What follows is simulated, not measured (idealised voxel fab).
Presented below is a process module, voxel capacitor over wiring.
For reference, the cross-section in this document is cut, with width 225 nm and square cells of 5 nm.
A cross-section in this document is a grid of square cells, and it is written down as bands, the top band listed before the ones below it; a band is made up of one or more rows of cells.
What a band's entry tells you: where the top is and where the bottom is, as heights in nm, and after that what lies inside, material by material from left to right, each with its width in nm. Empty space is written as the word "air", and a single material marked with the word "everywhere" occupies the band from edge to edge.
Where do heights start? At 0: under that level the wafer as delivered is made of one material only. And the lowest band has no floor; it just carries on downward, as in "from 0 down".
Note: "30 to 40" means the width goes from the first number (top row of the band) to the second number (bottom row) in equal steps per row of cells.
You'll sometimes find "everything unchanged" written for a step, and that's the way of saying that nowhere in the cross-section did a cell change during that step.
Heads up: "closed voids" only lists the empty pockets with no open path to the top that are 8 cells or more, and it writes them as width x height at distance, distance from the left edge, in nm.
Anything after a step's settings on that line? It's the simulator's own note about the step.
overlay nm: where the mask lay relative to plan, measured to the right, on steps with a mask; negatives go left.

The following list gives the planned process steps:
1,RECEIVE: material Si
2,CONFORMAL_DEP: material SiO2, thk nm 15
3,CONFORMAL_DEP: material SiCN, thk nm 5
4,DIRECTIONAL_DEP: material SiO2, thk nm 20
5,MASKED_ETCH: tone open, mask id METAL_1, width nm 30, pitch nm 90, etch materials SiO2, depth nm 20, overlay nm 0
6,MASKED_ETCH: tone open, mask id METAL_1, width nm 30, pitch nm 90, etch materials SiCN, depth nm 5, overlay nm 0
7,CONFORMAL_DEP: material TiN, thk nm 5
8,FILL_DEP: material Cu, thk nm 10
9,CMP: height nm 40
10,CONFORMAL_DEP: material SiCN, thk nm 5
11,DIRECTIONAL_DEP: material lowk, thk nm 15
12,DIRECTIONAL_DEP: material aC, thk nm 10
13,PATTERN: tone open, mask id PLUG_1, material resist, width nm 15, thk nm 30, overlay nm 0
14,DIRECTIONAL_ETCH: etch materials aC, depth nm 10
15,STRIP: etch materials resist
16,DIRECTIONAL_ETCH: etch materials lowk, depth nm 15
17,DIRECTIONAL_ETCH: etch materials SiCN, depth nm 5
18,STRIP: etch materials aC
19,CONFORMAL_DEP: material TiN, thk nm 5
20,FILL_DEP: material Ru, thk nm 5
21,CMP: height nm 60
22,DIRECTIONAL_DEP: material TiN, thk nm 5
23,DIRECTIONAL_DEP: material SiN, thk nm 5
24,DIRECTIONAL_DEP: material TiN, thk nm 5
25,DIRECTIONAL_DEP: material aC, thk nm 10
26,PATTERN: tone cover, mask id UPPER_PLATE, material resist, width nm 65, thk nm 25, overlay nm 0
27,DIRECTIONAL_ETCH: etch materials aC, depth nm 10
28,STRIP: etch materials resist
29,DIRECTIONAL_ETCH: etch materials TiN, depth nm 5
30,DIRECTIONAL_ETCH: etch materials SiN, depth nm 5
31,STRIP: etch materials aC
32,MASKED_ETCH: tone cover, mask id LOWER_PLATE, width nm 75, etch materials TiN, depth nm 5, overlay nm 0
33,FILL_DEP: material SiO2, thk nm 20
34,CMP: height nm 90
35,PATTERN: tone open, mask id PLUG_2, material resist, width nm 15, thk nm 20, overlay nm 0
36,DIRECTIONAL_ETCH: etch materials SiO2, depth nm 15
37,STRIP: etch materials resist
38,CONFORMAL_DEP: material TiN, thk nm 5
39,FILL_DEP: material Ru, thk nm 5
40,CMP: height nm 90
41,CONFORMAL_DEP: material SiCN, thk nm 5

First wafer of two (run as planned):

So this is the incoming wafer in cross-section - it's already been through step 1:
* from 0 down = Si everywhere
* closed voids: none

Sectional view: wafer, after step 2:
* from 15 to 0 = SiO2 everywhere
* below 0: unchanged

Sectional view: wafer, after step 3:
* from 20 to 15 = SiCN everywhere
* below 15: unchanged

Sectional view: wafer, after step 4:
* from 40 to 20 = SiO2 everywhere
* below 20: unchanged

Sectional view: wafer, after step 5:
* from 40 to 20 = SiO2 50 nm, air 30 nm, SiO2 60 nm, air 30 nm, SiO2 55 nm
* below 20: unchanged

Sectional view: wafer, after step 6:
* from 40 to 20 = SiO2 50 nm, air 30 nm, SiO2 60 nm, air 30 nm, SiO2 55 nm
* from 20 to 15 = SiCN 50 nm, air 30 nm, SiCN 60 nm, air 30 nm, SiCN 55 nm
* below 15: unchanged

Sectional view: wafer, after step 7:
* from 45 to 40 = TiN 55 nm, air 20 nm, TiN 70 nm, air 20 nm, TiN 60 nm
* from 40 to 20 = SiO2 50 nm, TiN 5 nm, air 20 nm, TiN 5 nm, SiO2 60 nm, TiN 5 nm, air 20 nm, TiN 5 nm, SiO2 55 nm
* from 20 to 15 = SiCN 50 nm, TiN 30 nm, SiCN 60 nm, TiN 30 nm, SiCN 55 nm
* below 15: unchanged

Sectional view: wafer, after step 8:
* from 55 to 45 = Cu everywhere
* from 45 to 40 = TiN 55 nm, Cu 20 nm, TiN 70 nm, Cu 20 nm, TiN 60 nm
* from 40 to 20 = SiO2 50 nm, TiN 5 nm, Cu 20 nm, TiN 5 nm, SiO2 60 nm, TiN 5 nm, Cu 20 nm, TiN 5 nm, SiO2 55 nm
* below 20: unchanged

Sectional view: wafer, after step 9:
* from 40 to 20 = SiO2 50 nm, TiN 5 nm, Cu 20 nm, TiN 5 nm, SiO2 60 nm, TiN 5 nm, Cu 20 nm, TiN 5 nm, SiO2 55 nm
* below 20: unchanged

Sectional view: wafer, after step 10:
* from 45 to 40 = SiCN everywhere
* below 40: unchanged

Sectional view: wafer, after step 11:
* from 60 to 45 = lowk everywhere
* below 45: unchanged

Sectional view: wafer, after step 12:
* from 70 to 60 = aC everywhere
* below 60: unchanged

Sectional view: wafer, after step 13:
* from 100 to 70 = resist 65 nm, air 15 nm, resist 145 nm
* below 70: unchanged

Sectional view: wafer, after step 14:
* from 90 to 70 = resist 65 nm, air 15 nm, resist 145 nm
* from 70 to 60 = aC 65 nm, air 15 nm, aC 145 nm
* below 60: unchanged

Sectional view: wafer, after step 15:
* from 70 to 60 = aC 65 nm, air 15 nm, aC 145 nm
* below 60: unchanged

Sectional view: wafer, after step 16:
* from 70 to 60 = aC 65 nm, air 15 nm, aC 145 nm
* from 60 to 45 = lowk 65 nm, air 15 nm, lowk 145 nm
* below 45: unchanged

Sectional view: wafer, after step 17:
* from 70 to 60 = aC 65 nm, air 15 nm, aC 145 nm
* from 60 to 45 = lowk 65 nm, air 15 nm, lowk 145 nm
* from 45 to 40 = SiCN 65 nm, air 15 nm, SiCN 145 nm
* below 40: unchanged

Sectional view: wafer, after step 18:
* from 60 to 45 = lowk 65 nm, air 15 nm, lowk 145 nm
* below 45: unchanged

Sectional view: wafer, after step 19:
* from 65 to 60 = TiN 70 nm, air 5 nm, TiN 150 nm
* from 60 to 45 = lowk 65 nm, TiN 5 nm, air 5 nm, TiN 5 nm, lowk 145 nm
* from 45 to 40 = SiCN 65 nm, TiN 15 nm, SiCN 145 nm
* below 40: unchanged

Sectional view: wafer, after step 20:
* from 70 to 65 = Ru everywhere
* from 65 to 60 = TiN 70 nm, Ru 5 nm, TiN 150 nm
* from 60 to 45 = lowk 65 nm, TiN 5 nm, Ru 5 nm, TiN 5 nm, lowk 145 nm
* below 45: unchanged

Sectional view: wafer, after step 21:
* from 60 to 45 = lowk 65 nm, TiN 5 nm, Ru 5 nm, TiN 5 nm, lowk 145 nm
* below 45: unchanged

Sectional view: wafer, after step 22:
* from 65 to 60 = TiN everywhere
* below 60: unchanged

Sectional view: wafer, after step 23:
* from 70 to 65 = SiN everywhere
* below 65: unchanged

Sectional view: wafer, after step 24:
* from 75 to 70 = TiN everywhere
* below 70: unchanged

Sectional view: wafer, after step 25:
* from 85 to 75 = aC everywhere
* below 75: unchanged

Sectional view: wafer, after step 26:
* from 110 to 85 = air 65 nm, resist 65 nm, air 95 nm
* below 85: unchanged

Sectional view: wafer, after step 27:
* from 100 to 85 = air 65 nm, resist 65 nm, air 95 nm
* from 85 to 75 = air 65 nm, aC 65 nm, air 95 nm
* below 75: unchanged

Sectional view: wafer, after step 28:
* from 85 to 75 = air 65 nm, aC 65 nm, air 95 nm
* below 75: unchanged

Sectional view: wafer, after step 29:
* from 85 to 75 = air 65 nm, aC 65 nm, air 95 nm
* from 75 to 70 = air 65 nm, TiN 65 nm, air 95 nm
* below 70: unchanged

Sectional view: wafer, after step 30:
* from 85 to 75 = air 65 nm, aC 65 nm, air 95 nm
* from 75 to 70 = air 65 nm, TiN 65 nm, air 95 nm
* from 70 to 65 = air 65 nm, SiN 65 nm, air 95 nm
* below 65: unchanged

Sectional view: wafer, after step 31:
* from 75 to 70 = air 65 nm, TiN 65 nm, air 95 nm
* below 70: unchanged

Sectional view: wafer, after step 32:
* from 75 to 70 = air 65 nm, TiN 65 nm, air 95 nm
* from 70 to 65 = air 65 nm, SiN 65 nm, air 95 nm
* from 65 to 60 = air 60 nm, TiN 75 nm, air 90 nm
* below 60: unchanged

Sectional view: wafer, after step 33:
* from 95 to 75 = SiO2 everywhere
* from 75 to 70 = SiO2 65 nm, TiN 65 nm, SiO2 95 nm
* from 70 to 65 = SiO2 65 nm, SiN 65 nm, SiO2 95 nm
* from 65 to 60 = SiO2 60 nm, TiN 75 nm, SiO2 90 nm
* below 60: unchanged

Sectional view: wafer, after step 34:
* from 90 to 75 = SiO2 everywhere
* below 75: unchanged

Sectional view: wafer, after step 35:
* from 110 to 90 = resist 75 nm, air 15 nm, resist 135 nm
* below 90: unchanged

Sectional view: wafer, after step 36:
* from 110 to 90 = resist 75 nm, air 15 nm, resist 135 nm
* from 90 to 75 = SiO2 75 nm, air 15 nm, SiO2 135 nm
* below 75: unchanged

Sectional view: wafer, after step 37:
* from 90 to 75 = SiO2 75 nm, air 15 nm, SiO2 135 nm
* below 75: unchanged

Sectional view: wafer, after step 38:
* from 95 to 90 = TiN 80 nm, air 5 nm, TiN 140 nm
* from 90 to 80 = SiO2 75 nm, TiN 5 nm, air 5 nm, TiN 5 nm, SiO2 135 nm
* from 80 to 70 = SiO2 75 to 65 nm, TiN 15 to 65 nm, SiO2 135 to 95 nm
* below 70: unchanged

Sectional view: wafer, after step 39:
* from 100 to 95 = Ru everywhere
* from 95 to 90 = TiN 80 nm, Ru 5 nm, TiN 140 nm
* from 90 to 80 = SiO2 75 nm, TiN 5 nm, Ru 5 nm, TiN 5 nm, SiO2 135 nm
* below 80: unchanged

Sectional view: wafer, after step 40:
* from 90 to 80 = SiO2 75 nm, TiN 5 nm, Ru 5 nm, TiN 5 nm, SiO2 135 nm
* below 80: unchanged

Sectional view: wafer, after step 41:
* from 95 to 90 = SiCN everywhere
* below 90: unchanged

Second wafer, same starting conditions and recipe as the first, one mistake in executing it, nothing differs from the first up to and including step 1:

Second wafer profile in section, at the moment step 2 of the plan was meant to be complete:
* from 30 to 0 = SiO2 everywhere
* below 0: unchanged

Second wafer profile in section, at the moment step 3 of the plan was meant to be complete:
* from 35 to 30 = SiCN everywhere
* below 30: unchanged

Second wafer profile in section, at the moment step 4 of the plan was meant to be complete:
* from 55 to 35 = SiO2 everywhere
* below 35: unchanged

Second wafer profile in section, at the moment step 5 of the plan was meant to be complete:
* from 55 to 35 = SiO2 50 nm, air 30 nm, SiO2 60 nm, air 30 nm, SiO2 55 nm
* below 35: unchanged

Second wafer profile in section, at the moment step 6 of the plan was meant to be complete:
* from 55 to 35 = SiO2 50 nm, air 30 nm, SiO2 60 nm, air 30 nm, SiO2 55 nm
* from 35 to 30 = SiCN 50 nm, air 30 nm, SiCN 60 nm, air 30 nm, SiCN 55 nm
* below 30: unchanged

Second wafer profile in section, at the moment step 7 of the plan was meant to be complete:
* from 60 to 55 = TiN 55 nm, air 20 nm, TiN 70 nm, air 20 nm, TiN 60 nm
* from 55 to 35 = SiO2 50 nm, TiN 5 nm, air 20 nm, TiN 5 nm, SiO2 60 nm, TiN 5 nm, air 20 nm, TiN 5 nm, SiO2 55 nm
* from 35 to 30 = SiCN 50 nm, TiN 30 nm, SiCN 60 nm, TiN 30 nm, SiCN 55 nm
* below 30: unchanged

Second wafer profile in section, at the moment step 8 of the plan was meant to be complete:
* from 70 to 60 = Cu everywhere
* from 60 to 55 = TiN 55 nm, Cu 20 nm, TiN 70 nm, Cu 20 nm, TiN 60 nm
* from 55 to 35 = SiO2 50 nm, TiN 5 nm, Cu 20 nm, TiN 5 nm, SiO2 60 nm, TiN 5 nm, Cu 20 nm, TiN 5 nm, SiO2 55 nm
* below 35: unchanged

Second wafer profile in section, at the moment step 9 of the plan was meant to be complete:
* from 40 to 35 = SiO2 50 nm, TiN 5 nm, Cu 20 nm, TiN 5 nm, SiO2 60 nm, TiN 5 nm, Cu 20 nm, TiN 5 nm, SiO2 55 nm
* below 35: unchanged

Second wafer profile in section, at the moment step 10 of the plan was meant to be complete:
* from 45 to 40 = SiCN everywhere
* below 40: unchanged

Second wafer profile in section, at the moment step 11 of the plan was meant to be complete:
* from 60 to 45 = lowk everywhere
* below 45: unchanged

Second wafer profile in section, at the moment step 12 of the plan was meant to be complete:
* from 70 to 60 = aC everywhere
* below 60: unchanged

Second wafer profile in section, at the moment step 13 of the plan was meant to be complete:
* from 100 to 70 = resist 65 nm, air 15 nm, resist 145 nm
* below 70: unchanged

Second wafer profile in section, at the moment step 14 of the plan was meant to be complete:
* from 90 to 70 = resist 65 nm, air 15 nm, resist 145 nm
* from 70 to 60 = aC 65 nm, air 15 nm, aC 145 nm
* below 60: unchanged

Second wafer profile in section, at the moment step 15 of the plan was meant to be complete:
* from 70 to 60 = aC 65 nm, air 15 nm, aC 145 nm
* below 60: unchanged

Second wafer profile in section, at the moment step 16 of the plan was meant to be complete:
* from 70 to 60 = aC 65 nm, air 15 nm, aC 145 nm
* from 60 to 45 = lowk 65 nm, air 15 nm, lowk 145 nm
* below 45: unchanged

Second wafer profile in section, at the moment step 17 of the plan was meant to be complete:
* from 70 to 60 = aC 65 nm, air 15 nm, aC 145 nm
* from 60 to 45 = lowk 65 nm, air 15 nm, lowk 145 nm
* from 45 to 40 = SiCN 65 nm, air 15 nm, SiCN 145 nm
* below 40: unchanged

Second wafer profile in section, at the moment step 18 of the plan was meant to be complete:
* from 60 to 45 = lowk 65 nm, air 15 nm, lowk 145 nm
* below 45: unchanged

Second wafer profile in section, at the moment step 19 of the plan was meant to be complete:
* from 65 to 60 = TiN 70 nm, air 5 nm, TiN 150 nm
* from 60 to 45 = lowk 65 nm, TiN 5 nm, air 5 nm, TiN 5 nm, lowk 145 nm
* from 45 to 40 = SiCN 65 nm, TiN 15 nm, SiCN 145 nm
* below 40: unchanged

Second wafer profile in section, at the moment step 20 of the plan was meant to be complete:
* from 70 to 65 = Ru everywhere
* from 65 to 60 = TiN 70 nm, Ru 5 nm, TiN 150 nm
* from 60 to 45 = lowk 65 nm, TiN 5 nm, Ru 5 nm, TiN 5 nm, lowk 145 nm
* below 45: unchanged

Second wafer profile in section, at the moment step 21 of the plan was meant to be complete:
* from 60 to 45 = lowk 65 nm, TiN 5 nm, Ru 5 nm, TiN 5 nm, lowk 145 nm
* below 45: unchanged

Second wafer profile in section, at the moment step 22 of the plan was meant to be complete:
* from 65 to 60 = TiN everywhere
* below 60: unchanged

Second wafer profile in section, at the moment step 23 of the plan was meant to be complete:
* from 70 to 65 = SiN everywhere
* below 65: unchanged

Second wafer profile in section, at the moment step 24 of the plan was meant to be complete:
* from 75 to 70 = TiN everywhere
* below 70: unchanged

Second wafer profile in section, at the moment step 25 of the plan was meant to be complete:
* from 85 to 75 = aC everywhere
* below 75: unchanged

Second wafer profile in section, at the moment step 26 of the plan was meant to be complete:
* from 110 to 85 = air 65 nm, resist 65 nm, air 95 nm
* below 85: unchanged

Second wafer profile in section, at the moment step 27 of the plan was meant to be complete:
* from 100 to 85 = air 65 nm, resist 65 nm, air 95 nm
* from 85 to 75 = air 65 nm, aC 65 nm, air 95 nm
* below 75: unchanged

Second wafer profile in section, at the moment step 28 of the plan was meant to be complete:
* from 85 to 75 = air 65 nm, aC 65 nm, air 95 nm
* below 75: unchanged

Second wafer profile in section, at the moment step 29 of the plan was meant to be complete:
* from 85 to 75 = air 65 nm, aC 65 nm, air 95 nm
* from 75 to 70 = air 65 nm, TiN 65 nm, air 95 nm
* below 70: unchanged

Second wafer profile in section, at the moment step 30 of the plan was meant to be complete:
* from 85 to 75 = air 65 nm, aC 65 nm, air 95 nm
* from 75 to 70 = air 65 nm, TiN 65 nm, air 95 nm
* from 70 to 65 = air 65 nm, SiN 65 nm, air 95 nm
* below 65: unchanged

Second wafer profile in section, at the moment step 31 of the plan was meant to be complete:
* from 75 to 70 = air 65 nm, TiN 65 nm, air 95 nm
* below 70: unchanged

Second wafer profile in section, at the moment step 32 of the plan was meant to be complete:
* from 75 to 70 = air 65 nm, TiN 65 nm, air 95 nm
* from 70 to 65 = air 65 nm, SiN 65 nm, air 95 nm
* from 65 to 60 = air 60 nm, TiN 75 nm, air 90 nm
* below 60: unchanged

Second wafer profile in section, at the moment step 33 of the plan was meant to be complete:
* from 95 to 75 = SiO2 everywhere
* from 75 to 70 = SiO2 65 nm, TiN 65 nm, SiO2 95 nm
* from 70 to 65 = SiO2 65 nm, SiN 65 nm, SiO2 95 nm
* from 65 to 60 = SiO2 60 nm, TiN 75 nm, SiO2 90 nm
* below 60: unchanged

Second wafer profile in section, at the moment step 34 of the plan was meant to be complete:
* from 90 to 75 = SiO2 everywhere
* below 75: unchanged

Second wafer profile in section, at the moment step 35 of the plan was meant to be complete:
* from 110 to 90 = resist 75 nm, air 15 nm, resist 135 nm
* below 90: unchanged

Second wafer profile in section, at the moment step 36 of the plan was meant to be complete:
* from 110 to 90 = resist 75 nm, air 15 nm, resist 135 nm
* from 90 to 75 = SiO2 75 nm, air 15 nm, SiO2 135 nm
* below 75: unchanged

Second wafer profile in section, at the moment step 37 of the plan was meant to be complete:
* from 90 to 75 = SiO2 75 nm, air 15 nm, SiO2 135 nm
* below 75: unchanged

Second wafer profile in section, at the moment step 38 of the plan was meant to be complete:
* from 95 to 90 = TiN 80 nm, air 5 nm, TiN 140 nm
* from 90 to 80 = SiO2 75 nm, TiN 5 nm, air 5 nm, TiN 5 nm, SiO2 135 nm
* from 80 to 70 = SiO2 75 to 65 nm, TiN 15 to 65 nm, SiO2 135 to 95 nm
* below 70: unchanged

Second wafer profile in section, at the moment step 39 of the plan was meant to be complete:
* from 100 to 95 = Ru everywhere
* from 95 to 90 = TiN 80 nm, Ru 5 nm, TiN 140 nm
* from 90 to 80 = SiO2 75 nm, TiN 5 nm, Ru 5 nm, TiN 5 nm, SiO2 135 nm
* below 80: unchanged

Second wafer profile in section, at the moment step 40 of the plan was meant to be complete:
* from 90 to 80 = SiO2 75 nm, TiN 5 nm, Ru 5 nm, TiN 5 nm, SiO2 135 nm
* below 80: unchanged

Second wafer profile in section, at the moment step 41 of the plan was meant to be complete:
* from 95 to 90 = SiCN everywhere
* below 90: unchanged
What was the processing mistake? the plan's step 2 ran twice
Final tally in cells, some materials are higher or lower on the second wafer than on the first: Cu -24, SiO2 +36, TiN -12
